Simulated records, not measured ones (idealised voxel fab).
Module name: voxel self aligned vias (process module)
The figure presents cross-section cut, which has a width of 210 nm and is divided into square cells with an edge length of 5 nm.
Cross-section = grid of square cells, listed top down in bands; band = one or more rows.
Within each band entry, the heights of the top and of the bottom of the band appear first, in that order and in nm; the materials of the band then follow from left to right, each with its corresponding width in nm. The designation "edge to edge" on a single material indicates that it fills the band from edge to edge; the designation "blank" indicates empty space.
All heights in this document are referenced to 0, defined as the level beneath which the wafer, as received, consists entirely of one material. The lowest band is not bounded below; it extends indefinitely downward and is written in the form "0 -> down".
Graded width ("30 to 40"): value in top row of band = first number; value in bottom row = second number; row-to-row change constant.
Key: "no alteration" - step with no changed cell in the cross-section.
Look at "Closed cavities" for the closed voids: empty spaces with no open path to the top, sized 8 cells or up. Each is width x height at distance, distance from the left edge, all nm.
The remark found on a step's line after its settings is issued by the simulator itself and pertains to that step.
What "overlay nm" on a step's line means: if the step has a mask, that mask lay this far to the right of its planned place, or, when the value is negative, to the left.
Structure of the following material. The material consists of pairs of cross-sections. Each pair comprises the cross-section before one process step and the cross-section after that step, the latter shown only down to the lowest band that changed. The step between the cross-sections is specified beneath each pair, including its settings. Pairs are not necessarily consecutive: they may derive from different runs of this module performed on the same starting wafer. Continuity with the pair above is to be assumed only where the entry headed "Pre-process cross-section" of the pair in question states it.
Pre-process cross-section
	0 -> down | Si edge to edge
	Closed cavities: none
As Processed
	15 -> 0 | SiO2 edge to edge
	Rest of section, below 0: as before.
	Closed cavities: none
Upper to lower cross-section via CONFORMAL_DEP with material SiO2, thk nm 15
Pre-process cross-section: per the after cross-section of the pair just above.
As Processed
	20 -> 15 | SiCN edge to edge
	Rest of section, below 15: as before.
	Closed cavities: none
Upper to lower cross-section via CONFORMAL_DEP with material SiCN, thk nm 5
Pre-process cross-section: per the after cross-section of the pair just above.
As Processed
	40 -> 20 | lowk edge to edge
	Rest of section, below 20: as before.
	Closed cavities: none
Upper to lower cross-section via DIRECTIONAL_DEP with material lowk, thk nm 20
Pre-process cross-section: per the after cross-section of the pair just above.
As Processed
	50 -> 40 | aC edge to edge
	Rest of section, below 40: as before.
	Closed cavities: none
Upper to lower cross-section via DIRECTIONAL_DEP with material aC, thk nm 10
Pre-process cross-section: per the after cross-section of the pair just above.
As Processed
	75 -> 50 | resist 25 | blank 25 | resist 40 | blank 25 | resist 40 | blank 25 | resist 30
	Rest of section, below 50: as before.
	Closed cavities: none
Upper to lower cross-section via PATTERN with tone open, mask id LINES, material resist, width nm 25, pitch nm 65, thk nm 25, overlay nm 0
Pre-process cross-section: per the after cross-section of the pair just above.
As Processed
	65 -> 50 | resist 25 | blank 25 | resist 40 | blank 25 | resist 40 | blank 25 | resist 30
	50 -> 40 | aC 25 | blank 25 | aC 40 | blank 25 | aC 40 | blank 25 | aC 30
	Rest of section, below 40: as before.
	Closed cavities: none
Upper to lower cross-section via DIRECTIONAL_ETCH with etch materials aC, depth nm 10
Pre-process cross-section: per the after cross-section of the pair just above.
As Processed
	50 -> 40 | aC 25 | blank 25 | aC 40 | blank 25 | aC 40 | blank 25 | aC 30
	Rest of section, below 40: as before.
	Closed cavities: none
Upper to lower cross-section via STRIP with etch materials resist
Pre-process cross-section: per the after cross-section of the pair just above.
As Processed
	50 -> 40 | aC 25 | blank 25 | aC 40 | blank 25 | aC 40 | blank 25 | aC 30
	40 -> 20 | lowk 25 | blank 25 | lowk 40 | blank 25 | lowk 40 | blank 25 | lowk 30
	Rest of section, below 20: as before.
	Closed cavities: none
Upper to lower cross-section via DIRECTIONAL_ETCH with etch materials lowk, depth nm 20
Pre-process cross-section: per the after cross-section of the pair just above.
As Processed
	40 -> 20 | lowk 25 | blank 25 | lowk 40 | blank 25 | lowk 40 | blank 25 | lowk 30
	Rest of section, below 20: as before.
	Closed cavities: none
Upper to lower cross-section via STRIP with etch materials aC
Pre-process cross-section: per the after cross-section of the pair just above.
As Processed
	45 -> 40 | TiN 30 | blank 15 | TiN 50 | blank 15 | TiN 50 | blank 15 | TiN 35
	40 -> 25 | lowk 25 | TiN 5 | blank 15 | TiN 5 | lowk 40 | TiN 5 | blank 15 | TiN 5 | lowk 40 | TiN 5 | blank 15 | TiN 5 | lowk 30
	25 -> 20 | lowk 25 | TiN 25 | lowk 40 | TiN 25 | lowk 40 | TiN 25 | lowk 30
	Rest of section, below 20: as before.
	Closed cavities: none
Upper to lower cross-section via CONFORMAL_DEP with material TiN, thk nm 5
Pre-process cross-section: per the after cross-section of the pair just above.
As Processed
	55 -> 45 | Ru edge to edge
	45 -> 40 | TiN 30 | Ru 15 | TiN 50 | Ru 15 | TiN 50 | Ru 15 | TiN 35
	40 -> 25 | lowk 25 | TiN 5 | Ru 15 | TiN 5 | lowk 40 | TiN 5 | Ru 15 | TiN 5 | lowk 40 | TiN 5 | Ru 15 | TiN 5 | lowk 30
	Rest of section, below 25: as before.
	Closed cavities: none
Upper to lower cross-section via FILL_DEP with material Ru, thk nm 10
Pre-process cross-section: per the after cross-section of the pair just above.
As Processed
	40 -> 25 | lowk 25 | TiN 5 | Ru 15 | TiN 5 | lowk 40 | TiN 5 | Ru 15 | TiN 5 | lowk 40 | TiN 5 | Ru 15 | TiN 5 | lowk 30
	Rest of section, below 25: as before.
	Closed cavities: none
Upper to lower cross-section via CMP with height nm 40
Pre-process cross-section: per the after cross-section of the pair just above.
As Processed
	40 -> 30 | lowk 25 | blank 25 | lowk 40 | blank 25 | lowk 40 | blank 25 | lowk 30
	Rest of section, below 30: as before.
	Closed cavities: none
Upper to lower cross-section via SELECTIVE_ETCH with etch materials W Ru TiN, depth nm 10
Pre-process cross-section: per the after cross-section of the pair just above.
As Processed
	50 -> 40 | SiN edge to edge
	40 -> 30 | lowk 25 | SiN 25 | lowk 40 | SiN 25 | lowk 40 | SiN 25 | lowk 30
	Rest of section, below 30: as before.
	Closed cavities: none
Upper to lower cross-section via FILL_DEP with material SiN, thk nm 10
Pre-process cross-section: per the after cross-section of the pair just above.
As Processed
	40 -> 30 | lowk 25 | SiN 25 | lowk 40 | SiN 25 | lowk 40 | SiN 25 | lowk 30
	Rest of section, below 30: as before.
	Closed cavities: none
Upper to lower cross-section via CMP with height nm 40
Pre-process cross-section: per the after cross-section of the pair just above.
As Processed
	55 -> 40 | lowk edge to edge
	Rest of section, below 40: as before.
	Closed cavities: none
Upper to lower cross-section via DIRECTIONAL_DEP with material lowk, thk nm 15
Pre-process cross-section: per the after cross-section of the pair just above.
As Processed
	70 -> 55 | resist 15 | blank 45 | resist 20 | blank 45 | resist 20 | blank 45 | resist 20
	Rest of section, below 55: as before.
	Closed cavities: none
Upper to lower cross-section via PATTERN with tone open, mask id VIAS, material resist, width nm 45, pitch nm 65, thk nm 15, overlay nm 0
Pre-process cross-section: per the after cross-section of the pair just above.
As Processed
	70 -> 55 | resist 15 | blank 45 | resist 20 | blank 45 | resist 20 | blank 45 | resist 20
	55 -> 40 | lowk 15 | blank 45 | lowk 20 | blank 45 | lowk 20 | blank 45 | lowk 20
	Rest of section, below 40: as before.
	Closed cavities: none
Upper to lower cross-section via DIRECTIONAL_ETCH with etch materials lowk, depth nm 15
Pre-process cross-section: per the after cross-section of the pair just above.
As Processed
	70 -> 55 | resist 15 | blank 45 | resist 20 | blank 45 | resist 20 | blank 45 | resist 20
	55 -> 40 | lowk 15 | blank 45 | lowk 20 | blank 45 | lowk 20 | blank 45 | lowk 20
	40 -> 30 | lowk 25 | blank 25 | lowk 40 | blank 25 | lowk 40 | blank 25 | lowk 30
	Rest of section, below 30: as before.
	Closed cavities: none
Upper to lower cross-section via DIRECTIONAL_ETCH with etch materials SiN, depth nm 10
Pre-process cross-section: per the after cross-section of the pair just above.
As Processed
	55 -> 40 | lowk 15 | blank 45 | lowk 20 | blank 45 | lowk 20 | blank 45 | lowk 20
	Rest of section, below 40: as before.
	Closed cavities: none
Upper to lower cross-section via STRIP with etch materials resist
Pre-process cross-section: per the after cross-section of the pair just above.
As Processed
	60 -> 55 | TiN 20 | blank 35 | TiN 30 | blank 35 | TiN 30 | blank 35 | TiN 25
	55 -> 45 | lowk 15 | TiN 5 | blank 35 | TiN 5 | lowk 20 | TiN 5 | blank 35 | TiN 5 | lowk 20 | TiN 5 | blank 35 | TiN 5 | lowk 20
	45 -> 35 | lowk 15 to 25 | TiN 15 to 5 | blank 15 | TiN 15 to 5 | lowk 20 to 40 | TiN 15 to 5 | blank 15 | TiN 15 to 5 | lowk 20 to 40 | TiN 15 to 5 | blank 15 | TiN 15 to 5 | lowk 20 to 30
	35 -> 30 | lowk 25 | TiN 25 | lowk 40 | TiN 25 | lowk 40 | TiN 25 | lowk 30
	Rest of section, below 30: as before.
	Closed cavities: none
Upper to lower cross-section via CONFORMAL_DEP with material TiN, thk nm 5
Pre-process cross-section: per the after cross-section of the pair just above.
As Processed
	65 -> 60 | W edge to edge
	60 -> 55 | TiN 20 | W 35 | TiN 30 | W 35 | TiN 30 | W 35 | TiN 25
	55 -> 45 | lowk 15 | TiN 5 | W 35 | TiN 5 | lowk 20 | TiN 5 | W 35 | TiN 5 | lowk 20 | TiN 5 | W 35 | TiN 5 | lowk 20
	45 -> 35 | lowk 15 to 25 | TiN 15 to 5 | W 15 | TiN 15 to 5 | lowk 20 to 40 | TiN 15 to 5 | W 15 | TiN 15 to 5 | lowk 20 to 40 | TiN 15 to 5 | W 15 | TiN 15 to 5 | lowk 20 to 30
	Rest of section, below 35: as before.
	Closed cavities: none
Upper to lower cross-section via FILL_DEP with material W, thk nm 5
Pre-process cross-section: per the after cross-section of the pair just above.
As Processed
	55 -> 45 | lowk 15 | TiN 5 | W 35 | TiN 5 | lowk 20 | TiN 5 | W 35 | TiN 5 | lowk 20 | TiN 5 | W 35 | TiN 5 | lowk 20
	Rest of section, below 45: as before.
	Closed cavities: none
Upper to lower cross-section via CMP with height nm 55
Pre-process cross-section: per the after cross-section of the pair just above.
As Processed
	60 -> 55 | SiN edge to edge
	Rest of section, below 55: as before.
	Closed cavities: none
Upper to lower cross-section via CONFORMAL_DEP with material SiN, thk nm 5
Pre-process cross-section
	15 -> 0 | SiO2 edge to edge
	0 -> down | Si edge to edge
	Closed cavities: none
As Processed
	35 -> 15 | lowk edge to edge
	Rest of section, below 15: as before.
	Closed cavities: none
Upper to lower cross-section via DIRECTIONAL_DEP with material lowk, thk nm 20
Pre-process cross-section: per the after cross-section of the pair just above.
As Processed
	45 -> 35 | aC edge to edge
	Rest of section, below 35: as before.
	Closed cavities: none
Upper to lower cross-section via DIRECTIONAL_DEP with material aC, thk nm 10
Pre-process cross-section: per the after cross-section of the pair just above.
As Processed
	70 -> 45 | resist 25 | blank 25 | resist 40 | blank 25 | resist 40 | blank 25 | resist 30
	Rest of section, below 45: as before.
	Closed cavities: none
Upper to lower cross-section via PATTERN with tone open, mask id LINES, material resist, width nm 25, pitch nm 65, thk nm 25, overlay nm 0
Pre-process cross-section: per the after cross-section of the pair just above.
As Processed
	60 -> 45 | resist 25 | blank 25 | resist 40 | blank 25 | resist 40 | blank 25 | resist 30
	45 -> 35 | aC 25 | blank 25 | aC 40 | blank 25 | aC 40 | blank 25 | aC 30
	Rest of section, below 35: as before.
	Closed cavities: none
Upper to lower cross-section via DIRECTIONAL_ETCH with etch materials aC, depth nm 10
Pre-process cross-section: per the after cross-section of the pair just above.
As Processed
	45 -> 35 | aC 25 | blank 25 | aC 40 | blank 25 | aC 40 | blank 25 | aC 30
	Rest of section, below 35: as before.
	Closed cavities: none
Upper to lower cross-section via STRIP with etch materials resist
Pre-process cross-section: per the after cross-section of the pair just above.
As Processed
	45 -> 35 | aC 25 | blank 25 | aC 40 | blank 25 | aC 40 | blank 25 | aC 30
	35 -> 15 | lowk 25 | blank 25 | lowk 40 | blank 25 | lowk 40 | blank 25 | lowk 30
	Rest of section, below 15: as before.
	Closed cavities: none
Upper to lower cross-section via DIRECTIONAL_ETCH with etch materials lowk, depth nm 20
Pre-process cross-section: per the after cross-section of the pair just above.
As Processed
	35 -> 15 | lowk 25 | blank 25 | lowk 40 | blank 25 | lowk 40 | blank 25 | lowk 30
	Rest of section, below 15: as before.
	Closed cavities: none
Upper to lower cross-section via STRIP with etch materials aC
Pre-process cross-section: per the after cross-section of the pair just above.
As Processed
	40 -> 35 | TiN 30 | blank 15 | TiN 50 | blank 15 | TiN 50 | blank 15 | TiN 35
	35 -> 20 | lowk 25 | TiN 5 | blank 15 | TiN 5 | lowk 40 | TiN 5 | blank 15 | TiN 5 | lowk 40 | TiN 5 | blank 15 | TiN 5 | lowk 30
	20 -> 15 | lowk 25 | TiN 25 | lowk 40 | TiN 25 | lowk 40 | TiN 25 | lowk 30
	Rest of section, below 15: as before.
	Closed cavities: none
Upper to lower cross-section via CONFORMAL_DEP with material TiN, thk nm 5
Pre-process cross-section: per the after cross-section of the pair just above.
As Processed
	50 -> 40 | Ru edge to edge
	40 -> 35 | TiN 30 | Ru 15 | TiN 50 | Ru 15 | TiN 50 | Ru 15 | TiN 35
	35 -> 20 | lowk 25 | TiN 5 | Ru 15 | TiN 5 | lowk 40 | TiN 5 | Ru 15 | TiN 5 | lowk 40 | TiN 5 | Ru 15 | TiN 5 | lowk 30
	Rest of section, below 20: as before.
	Closed cavities: none
Upper to lower cross-section via FILL_DEP with material Ru, thk nm 10
Pre-process cross-section: per the after cross-section of the pair just above.
As Processed
	40 -> 35 | TiN 30 | Ru 15 | TiN 50 | Ru 15 | TiN 50 | Ru 15 | TiN 35
	Rest of section, below 35: as before.
	Closed cavities: none
Upper to lower cross-section via CMP with height nm 40
Pre-process cross-section: per the after cross-section of the pair just above.
As Processed
	35 -> 30 | lowk 25 | blank 25 | lowk 40 | blank 25 | lowk 40 | blank 25 | lowk 30
	Rest of section, below 30: as before.
	Closed cavities: none
Upper to lower cross-section via SELECTIVE_ETCH with etch materials W Ru TiN, depth nm 10
Pre-process cross-section: per the after cross-section of the pair just above.
As Processed
	45 -> 35 | SiN edge to edge
	35 -> 30 | lowk 25 | SiN 25 | lowk 40 | SiN 25 | lowk 40 | SiN 25 | lowk 30
	Rest of section, below 30: as before.
	Closed cavities: none
Upper to lower cross-section via FILL_DEP with material SiN, thk nm 10
Pre-process cross-section: per the after cross-section of the pair just above.
As Processed
	40 -> 35 | SiN edge to edge
	Rest of section, below 35: as before.
	Closed cavities: none
Upper to lower cross-section via CMP with height nm 40
Pre-process cross-section: per the after cross-section of the pair just above.
As Processed
	55 -> 40 | lowk edge to edge
	Rest of section, below 40: as before.
	Closed cavities: none
Upper to lower cross-section via DIRECTIONAL_DEP with material lowk, thk nm 15
Pre-process cross-section: per the after cross-section of the pair just above.
As Processed
	70 -> 55 | resist 15 | blank 45 | resist 20 | blank 45 | resist 20 | blank 45 | resist 20
	Rest of section, below 55: as before.
	Closed cavities: none
Upper to lower cross-section via PATTERN with tone open, mask id VIAS, material resist, width nm 45, pitch nm 65, thk nm 15, overlay nm 0
Pre-process cross-section: per the after cross-section of the pair just above.
As Processed
	70 -> 55 | resist 15 | blank 45 | resist 20 | blank 45 | resist 20 | blank 45 | resist 20
	55 -> 40 | lowk 15 | blank 45 | lowk 20 | blank 45 | lowk 20 | blank 45 | lowk 20
	Rest of section, below 40: as before.
	Closed cavities: none
Upper to lower cross-section via DIRECTIONAL_ETCH with etch materials lowk, depth nm 15
Pre-process cross-section: per the after cross-section of the pair just above.
As Processed
	70 -> 55 | resist 15 | blank 45 | resist 20 | blank 45 | resist 20 | blank 45 | resist 20
	55 -> 40 | lowk 15 | blank 45 | lowk 20 | blank 45 | lowk 20 | blank 45 | lowk 20
	40 -> 35 | SiN 15 | blank 45 | SiN 20 | blank 45 | SiN 20 | blank 45 | SiN 20
	35 -> 30 | lowk 25 | blank 25 | lowk 40 | blank 25 | lowk 40 | blank 25 | lowk 30
	Rest of section, below 30: as before.
	Closed cavities: none
Upper to lower cross-section via DIRECTIONAL_ETCH with etch materials SiN, depth nm 10
Pre-process cross-section: per the after cross-section of the pair just above.
As Processed
	55 -> 40 | lowk 15 | blank 45 | lowk 20 | blank 45 | lowk 20 | blank 45 | lowk 20
	Rest of section, below 40: as before.
	Closed cavities: none
Upper to lower cross-section via STRIP with etch materials resist
Pre-process cross-section: per the after cross-section of the pair just above.
As Processed
	60 -> 55 | TiN 20 | blank 35 | TiN 30 | blank 35 | TiN 30 | blank 35 | TiN 25
	55 -> 40 | lowk 15 | TiN 5 | blank 35 | TiN 5 | lowk 20 | TiN 5 | blank 35 | TiN 5 | lowk 20 | TiN 5 | blank 35 | TiN 5 | lowk 20
	40 -> 35 | SiN 15 | TiN 15 | blank 15 | TiN 15 | SiN 20 | TiN 15 | blank 15 | TiN 15 | SiN 20 | TiN 15 | blank 15 | TiN 15 | SiN 20
	35 -> 30 | lowk 25 | TiN 25 | lowk 40 | TiN 25 | lowk 40 | TiN 25 | lowk 30
	Rest of section, below 30: as before.
	Closed cavities: none
Upper to lower cross-section via CONFORMAL_DEP with material TiN, thk nm 5
Pre-process cross-section: per the after cross-section of the pair just above.
As Processed
	65 -> 60 | W edge to edge
	60 -> 55 | TiN 20 | W 35 | TiN 30 | W 35 | TiN 30 | W 35 | TiN 25
	55 -> 40 | lowk 15 | TiN 5 | W 35 | TiN 5 | lowk 20 | TiN 5 | W 35 | TiN 5 | lowk 20 | TiN 5 | W 35 | TiN 5 | lowk 20
	40 -> 35 | SiN 15 | TiN 15 | W 15 | TiN 15 | SiN 20 | TiN 15 | W 15 | TiN 15 | SiN 20 | TiN 15 | W 15 | TiN 15 | SiN 20
	Rest of section, below 35: as before.
	Closed cavities: none
Upper to lower cross-section via FILL_DEP with material W, thk nm 5
Pre-process cross-section: per the after cross-section of the pair just above.
As Processed
	55 -> 40 | lowk 15 | TiN 5 | W 35 | TiN 5 | lowk 20 | TiN 5 | W 35 | TiN 5 | lowk 20 | TiN 5 | W 35 | TiN 5 | lowk 20
	Rest of section, below 40: as before.
	Closed cavities: none
Upper to lower cross-section via CMP with height nm 55
Pre-process cross-section: per the after cross-section of the pair just above.
As Processed
	60 -> 55 | SiN edge to edge
	Rest of section, below 55: as before.
	Closed cavities: none
Upper to lower cross-section via CONFORMAL_DEP with material SiN, thk nm 5
Pre-process cross-section
	70 -> 55 | resist 15 | blank 45 | resist 20 | blank 45 | resist 20 | blank 45 | resist 20
	55 -> 40 | lowk 15 | blank 45 | lowk 20 | blank 45 | lowk 20 | blank 45 | lowk 20
	40 -> 30 | lowk 25 | SiN 25 | lowk 40 | SiN 25 | lowk 40 | SiN 25 | lowk 30
	30 -> 25 | lowk 25 | TiN 5 | Ru 15 | TiN 5 | lowk 40 | TiN 5 | Ru 15 | TiN 5 | lowk 40 | TiN 5 | Ru 15 | TiN 5 | lowk 30
	25 -> 20 | lowk 25 | TiN 25 | lowk 40 | TiN 25 | lowk 40 | TiN 25 | lowk 30
	20 -> 15 | SiCN edge to edge
	15 -> 0 | SiO2 edge to edge
	0 -> down | Si edge to edge
	Closed cavities: none
As Processed
	70 -> 55 | resist 15 | blank 45 | resist 20 | blank 45 | resist 20 | blank 45 | resist 20
	55 -> 40 | lowk 15 | blank 45 | lowk 20 | blank 45 | lowk 20 | blank 45 | lowk 20
	40 -> 30 | lowk 15 | blank 10 | SiN 25 | blank 10 | lowk 20 | blank 10 | SiN 25 | blank 10 | lowk 20 | blank 10 | SiN 25 | blank 10 | lowk 20
	30 -> 25 | lowk 15 | blank 10 | TiN 5 | Ru 15 | TiN 5 | blank 10 | lowk 20 | blank 10 | TiN 5 | Ru 15 | TiN 5 | blank 10 | lowk 20 | blank 10 | TiN 5 | Ru 15 | TiN 5 | blank 10 | lowk 20
	Rest of section, below 25: as before.
	Closed cavities: none
Upper to lower cross-section via DIRECTIONAL_ETCH with etch materials lowk, depth nm 15
Pre-process cross-section: per the after cross-section of the pair just above.
As Processed
	70 -> 55 | resist 15 | blank 45 | resist 20 | blank 45 | resist 20 | blank 45 | resist 20
	55 -> 30 | lowk 15 | blank 45 | lowk 20 | blank 45 | lowk 20 | blank 45 | lowk 20
	Rest of section, below 30: as before.
	Closed cavities: none
Upper to lower cross-section via DIRECTIONAL_ETCH with etch materials SiN, depth nm 10
Pre-process cross-section: per the after cross-section of the pair just above.
As Processed
	55 -> 30 | lowk 15 | blank 45 | lowk 20 | blank 45 | lowk 20 | blank 45 | lowk 20
	Rest of section, below 30: as before.
	Closed cavities: none
Upper to lower cross-section via STRIP with etch materials resist
Pre-process cross-section: per the after cross-section of the pair just above.
As Processed
	60 -> 55 | TiN 20 | blank 35 | TiN 30 | blank 35 | TiN 30 | blank 35 | TiN 25
	55 -> 35 | lowk 15 | TiN 5 | blank 35 | TiN 5 | lowk 20 | TiN 5 | blank 35 | TiN 5 | lowk 20 | TiN 5 | blank 35 | TiN 5 | lowk 20
	35 -> 30 | lowk 15 | TiN 45 | lowk 20 | TiN 45 | lowk 20 | TiN 45 | lowk 20
	30 -> 25 | lowk 15 | TiN 15 | Ru 15 | TiN 15 | lowk 20 | TiN 15 | Ru 15 | TiN 15 | lowk 20 | TiN 15 | Ru 15 | TiN 15 | lowk 20
	Rest of section, below 25: as before.
	Closed cavities: none
Upper to lower cross-section via CONFORMAL_DEP with material TiN, thk nm 5
Pre-process cross-section: per the after cross-section of the pair just above.
As Processed
	65 -> 60 | W edge to edge
	60 -> 55 | TiN 20 | W 35 | TiN 30 | W 35 | TiN 30 | W 35 | TiN 25
	55 -> 35 | lowk 15 | TiN 5 | W 35 | TiN 5 | lowk 20 | TiN 5 | W 35 | TiN 5 | lowk 20 | TiN 5 | W 35 | TiN 5 | lowk 20
	Rest of section, below 35: as before.
	Closed cavities: none
Upper to lower cross-section via FILL_DEP with material W, thk nm 5
Pre-process cross-section: per the after cross-section of the pair just above.
As Processed
	55 -> 35 | lowk 15 | TiN 5 | W 35 | TiN 5 | lowk 20 | TiN 5 | W 35 | TiN 5 | lowk 20 | TiN 5 | W 35 | TiN 5 | lowk 20
	Rest of section, below 35: as before.
	Closed cavities: none
Upper to lower cross-section via CMP with height nm 55
Pre-process cross-section: per the after cross-section of the pair just above.
As Processed
	60 -> 55 | SiN edge to edge
	Rest of section, below 55: as before.
	Closed cavities: none
Upper to lower cross-section via CONFORMAL_DEP with material SiN, thk nm 5
Pre-process cross-section
	35 -> 15 | lowk edge to edge
	15 -> 0 | SiO2 edge to edge
	0 -> down | Si edge to edge
	Closed cavities: none
As Processed
	40 -> 35 | SiCN edge to edge
	Rest of section, below 35: as before.
	Closed cavities: none
Upper to lower cross-section via CONFORMAL_DEP with material SiCN, thk nm 5
Pre-process cross-section: per the after cross-section of the pair just above.
As Processed
	50 -> 40 | aC edge to edge
	Rest of section, below 40: as before.
	Closed cavities: none
Upper to lower cross-section via DIRECTIONAL_DEP with material aC, thk nm 10
Pre-process cross-section: per the after cross-section of the pair just above.
As Processed
	75 -> 50 | resist 25 | blank 25 | resist 40 | blank 25 | resist 40 | blank 25 | resist 30
	Rest of section, below 50: as before.
	Closed cavities: none
Upper to lower cross-section via PATTERN with tone open, mask id LINES, material resist, width nm 25, pitch nm 65, thk nm 25, overlay nm 0
Pre-process cross-section: per the after cross-section of the pair just above.
As Processed
	65 -> 50 | resist 25 | blank 25 | resist 40 | blank 25 | resist 40 | blank 25 | resist 30
	50 -> 40 | aC 25 | blank 25 | aC 40 | blank 25 | aC 40 | blank 25 | aC 30
	Rest of section, below 40: as before.
	Closed cavities: none
Upper to lower cross-section via DIRECTIONAL_ETCH with etch materials aC, depth nm 10
Pre-process cross-section: per the after cross-section of the pair just above.
As Processed
	50 -> 40 | aC 25 | blank 25 | aC 40 | blank 25 | aC 40 | blank 25 | aC 30
	Rest of section, below 40: as before.
	Closed cavities: none
Upper to lower cross-section via STRIP with etch materials resist
Pre-process cross-section: per the after cross-section of the pair just above.
As Processed
	40 -> 35 | SiCN edge to edge
	Rest of section, below 35: as before.
	Closed cavities: none
Upper to lower cross-section via STRIP with etch materials aC
Pre-process cross-section: per the after cross-section of the pair just above.
As Processed
	45 -> 40 | TiN edge to edge
	Rest of section, below 40: as before.
	Closed cavities: none
Upper to lower cross-section via CONFORMAL_DEP with material TiN, thk nm 5
Pre-process cross-section: per the after cross-section of the pair just above.
As Processed
	55 -> 45 | Ru edge to edge
	Rest of section, below 45: as before.
	Closed cavities: none
Upper to lower cross-section via FILL_DEP with material Ru, thk nm 10
Pre-process cross-section: per the after cross-section of the pair just above.
As Processed
	40 -> 35 | SiCN edge to edge
	Rest of section, below 35: as before.
	Closed cavities: none
Upper to lower cross-section via CMP with height nm 40
Pre-process cross-section: per the after cross-section of the pair just above.
As Processed
	50 -> 40 | SiN edge to edge
	Rest of section, below 40: as before.
	Closed cavities: none
Upper to lower cross-section via FILL_DEP with material SiN, thk nm 10
Pre-process cross-section: per the after cross-section of the pair just above.
As Processed
	40 -> 35 | SiCN edge to edge
	Rest of section, below 35: as before.
	Closed cavities: none
Upper to lower cross-section via CMP with height nm 40
Pre-process cross-section: per the after cross-section of the pair just above.
As Processed
	55 -> 40 | lowk edge to edge
	Rest of section, below 40: as before.
	Closed cavities: none
Upper to lower cross-section via DIRECTIONAL_DEP with material lowk, thk nm 15
Pre-process cross-section: per the after cross-section of the pair just above.
As Processed
	70 -> 55 | resist 15 | blank 45 | resist 20 | blank 45 | resist 20 | blank 45 | resist 20
	Rest of section, below 55: as before.
	Closed cavities: none
Upper to lower cross-section via PATTERN with tone open, mask id VIAS, material resist, width nm 45, pitch nm 65, thk nm 15, overlay nm 0
Pre-process cross-section: per the after cross-section of the pair just above.
As Processed
	70 -> 55 | resist 15 | blank 45 | resist 20 | blank 45 | resist 20 | blank 45 | resist 20
	55 -> 40 | lowk 15 | blank 45 | lowk 20 | blank 45 | lowk 20 | blank 45 | lowk 20
	Rest of section, below 40: as before.
	Closed cavities: none
Upper to lower cross-section via DIRECTIONAL_ETCH with etch materials lowk, depth nm 15
Pre-process cross-section: per the after cross-section of the pair just above.
As Processed
	55 -> 40 | lowk 15 | blank 45 | lowk 20 | blank 45 | lowk 20 | blank 45 | lowk 20
	Rest of section, below 40: as before.
	Closed cavities: none
Upper to lower cross-section via STRIP with etch materials resist
Pre-process cross-section: per the after cross-section of the pair just above.
As Processed
	60 -> 55 | TiN 20 | blank 35 | TiN 30 | blank 35 | TiN 30 | blank 35 | TiN 25
	55 -> 45 | lowk 15 | TiN 5 | blank 35 | TiN 5 | lowk 20 | TiN 5 | blank 35 | TiN 5 | lowk 20 | TiN 5 | blank 35 | TiN 5 | lowk 20
	45 -> 40 | lowk 15 | TiN 45 | lowk 20 | TiN 45 | lowk 20 | TiN 45 | lowk 20
	Rest of section, below 40: as before.
	Closed cavities: none
Upper to lower cross-section via CONFORMAL_DEP with material TiN, thk nm 5
Pre-process cross-section: per the after cross-section of the pair just above.
As Processed
	65 -> 60 | W edge to edge
	60 -> 55 | TiN 20 | W 35 | TiN 30 | W 35 | TiN 30 | W 35 | TiN 25
	55 -> 45 | lowk 15 | TiN 5 | W 35 | TiN 5 | lowk 20 | TiN 5 | W 35 | TiN 5 | lowk 20 | TiN 5 | W 35 | TiN 5 | lowk 20
	Rest of section, below 45: as before.
	Closed cavities: none
Upper to lower cross-section via FILL_DEP with material W, thk nm 5
Pre-process cross-section: per the after cross-section of the pair just above.
As Processed
	55 -> 45 | lowk 15 | TiN 5 | W 35 | TiN 5 | lowk 20 | TiN 5 | W 35 | TiN 5 | lowk 20 | TiN 5 | W 35 | TiN 5 | lowk 20
	Rest of section, below 45: as before.
	Closed cavities: none
Upper to lower cross-section via CMP with height nm 55
Pre-process cross-section: per the after cross-section of the pair just above.
As Processed
	60 -> 55 | SiN edge to edge
	Rest of section, below 55: as before.
	Closed cavities: none
Upper to lower cross-section via CONFORMAL_DEP with material SiN, thk nm 5
Pre-process cross-section
	0 -> down | Si edge to edge
	Closed cavities: none
As Processed
	25 -> 0 | SiO2 edge to edge
	Rest of section, below 0: as before.
	Closed cavities: none
Upper to lower cross-section via CONFORMAL_DEP with material SiO2, thk nm 25
Pre-process cross-section: per the after cross-section of the pair just above.
As Processed
	30 -> 25 | SiCN edge to edge
	Rest of section, below 25: as before.
	Closed cavities: none
Upper to lower cross-section via CONFORMAL_DEP with material SiCN, thk nm 5
Pre-process cross-section: per the after cross-section of the pair just above.
As Processed
	50 -> 30 | lowk edge to edge
	Rest of section, below 30: as before.
	Closed cavities: none
Upper to lower cross-section via DIRECTIONAL_DEP with material lowk, thk nm 20
Pre-process cross-section: per the after cross-section of the pair just above.
As Processed
	60 -> 50 | aC edge to edge
	Rest of section, below 50: as before.
	Closed cavities: none
Upper to lower cross-section via DIRECTIONAL_DEP with material aC, thk nm 10
Pre-process cross-section: per the after cross-section of the pair just above.
As Processed
	85 -> 60 | resist 25 | blank 25 | resist 40 | blank 25 | resist 40 | blank 25 | resist 30
	Rest of section, below 60: as before.
	Closed cavities: none
Upper to lower cross-section via PATTERN with tone open, mask id LINES, material resist, width nm 25, pitch nm 65, thk nm 25, overlay nm 0
Pre-process cross-section: per the after cross-section of the pair just above.
As Processed
	75 -> 60 | resist 25 | blank 25 | resist 40 | blank 25 | resist 40 | blank 25 | resist 30
	60 -> 50 | aC 25 | blank 25 | aC 40 | blank 25 | aC 40 | blank 25 | aC 30
	Rest of section, below 50: as before.
	Closed cavities: none
Upper to lower cross-section via DIRECTIONAL_ETCH with etch materials aC, depth nm 10
Pre-process cross-section: per the after cross-section of the pair just above.
As Processed
	60 -> 50 | aC 25 | blank 25 | aC 40 | blank 25 | aC 40 | blank 25 | aC 30
	Rest of section, below 50: as before.
	Closed cavities: none
Upper to lower cross-section via STRIP with etch materials resist
Pre-process cross-section: per the after cross-section of the pair just above.
As Processed
	60 -> 50 | aC 25 | blank 25 | aC 40 | blank 25 | aC 40 | blank 25 | aC 30
	50 -> 30 | lowk 25 | blank 25 | lowk 40 | blank 25 | lowk 40 | blank 25 | lowk 30
	Rest of section, below 30: as before.
	Closed cavities: none
Upper to lower cross-section via DIRECTIONAL_ETCH with etch materials lowk, depth nm 20
Pre-process cross-section: per the after cross-section of the pair just above.
As Processed
	50 -> 30 | lowk 25 | blank 25 | lowk 40 | blank 25 | lowk 40 | blank 25 | lowk 30
	Rest of section, below 30: as before.
	Closed cavities: none
Upper to lower cross-section via STRIP with etch materials aC
